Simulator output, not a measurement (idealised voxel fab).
Process module, titled voxel lift off
FYI the section here is cut, 220 nm wide, cells are 5 nm squares.
Cross-section format: a grid of square cells, given as bands from top to bottom; each band is one or more rows of cells. This entry defines a band. It first specifies the height of the band's top and the height of its bottom in nm, and then specifies the band's materials from left to right, stating each material with its width in nm. The word "all across" identifies a single material that fills the band from edge to edge, while the word "blank" identifies empty space. Height reference: 0 = level under which incoming wafer is all one material. Lowest band: no bottom, runs on downward, e.g. "from 0 down". Width: "30 to 40" (first number = top row, second number = bottom row, same change from row to row of cells). "nothing different", as given for a step, is the statement that not any cell of the cross-section underwent a change during that step. Any empty space of 8 cells or more lacking an open way to the top shows up in "Closed voids list" as width x height at distance, distance from the left edge, in nm. Whatever follows a step's settings on its line is a remark the simulator itself makes about that step. The setting "overlay nm" may be written on the line of a step. When the step uses a mask, the value reports how far to the right of the planned place the mask lay, and a negative value reports that it lay to the left.

Set out below are the planned steps of the process:
step 1: RECEIVE (material Si)
step 2: CONFORMAL_DEP (material Al2O3; thk nm 10)
step 3: PATTERN (tone open; mask id LINES; material resist; width nm 30; pitch nm 45; thk nm 25; overlay nm 0)
step 4: DIRECTIONAL_DEP (material Ru; thk nm 15)
step 5: STRIP (etch materials resist)
step 6: CONFORMAL_DEP (material SiO2; thk nm 5)

Cross-section, incoming material, after step 1:
* from 0 down  Si all across
* Closed voids list: none

The plan above was carried out on the starting structure above with one mistake, and this cross-section shows the wafer at the end of the module:
* from 25 to 20  65 blank / 40 SiO2 / 5 blank / 40 SiO2 / 70 blank
* from 20 to 10  65 blank / 5 SiO2 / 30 Ru / 5 SiO2 / 5 blank / 5 SiO2 / 30 Ru / 5 SiO2 / 70 blank
* from 10 to 5  70 SiO2 / 30 Ru / 15 SiO2 / 30 Ru / 75 SiO2
* from 5 to 0  Al2O3 all across
* from 0 down  Si all across
* Closed voids list: none
It is concluded that the wafer was processed incorrectly with respect to the plan, in that step 2 changed vs plan, executed as CONFORMAL_DEP (material Al2O3; thk nm 5)
